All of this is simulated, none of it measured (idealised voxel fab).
A process module follows: voxel spacer lines.
Pictured: cross-section cut, 260 nm wide, on a grid of 5 nm square cells.
How to read a cross-section here: the picture is a grid of square cells, written as bands going from the top down, and any band can span one or more rows of cells.
Each band's line starts with the height of the band's top and of its bottom, in nm. Then come its materials from left to right, each with its width in nm. One material with "throughout" fills the band from edge to edge. "blank" is empty space.
Height 0 is the level under which the wafer as received is all one material. The lowest band goes on downwards, as in "0 and below".
When a width is written as two numbers, as in "30 to 40", the first number is the width in the top row of cells of the band and the second is the width in its bottom row, and the width changes by the same amount from each row to the next.
No cell of the cross-section changed in a step that is given as "nothing got changed".
Under "Sealed cavities" you'll find the enclosed gaps, the ones with no way out to the top, that are 8 cells or bigger; each reads width x height at distance, with distance counted from the left edge, everything in nm.
On a step's line, text after the settings is the simulator commenting on that step.
The line of a step may include "overlay nm". On a step with a mask, this value is how far to the right of its planned place the mask lay. A negative value means the mask lay to the left.

[These are the steps we planned for the process]
- 1: RECEIVE,material Si
- 2: CONFORMAL_DEP,material SiO2,thk nm 5
- 3: DIRECTIONAL_DEP,material TiN,thk nm 15
- 4: DIRECTIONAL_DEP,material aC,thk nm 25
- 5: PATTERN,tone cover,mask id MANDREL,material resist,width nm 25,pitch nm 80,thk nm 35,overlay nm 0
- 6: DIRECTIONAL_ETCH,etch materials aC,depth nm 25
- 7: STRIP,etch materials resist
- 8: CONFORMAL_DEP,material SiN,thk nm 15
- 9: DIRECTIONAL_ETCH,etch materials SiN,depth nm 15
- 10: STRIP,etch materials aC
- 11: DIRECTIONAL_ETCH,etch materials TiN,depth nm 15
- 12: STRIP,etch materials SiN

[Wafer as received: cross-section following step 1]
- 0 and below = Si throughout
- Sealed cavities: none

[Wafer at module end, in section. Began as above, planned as above, run with one mistake]
- 20 down to 5 = 35 of blank  25 of TiN  55 of blank  25 of TiN  55 of blank  25 of TiN  40 of blank
- 5 down to 0 = SiO2 throughout
- 0 and below = Si throughout
- Sealed cavities: none
Processing error: for step 5, the planned setting was not used; the step was instead run as PATTERN,tone open,mask id MANDREL,material resist,width nm 25,pitch nm 80,thk nm 35,overlay nm 0
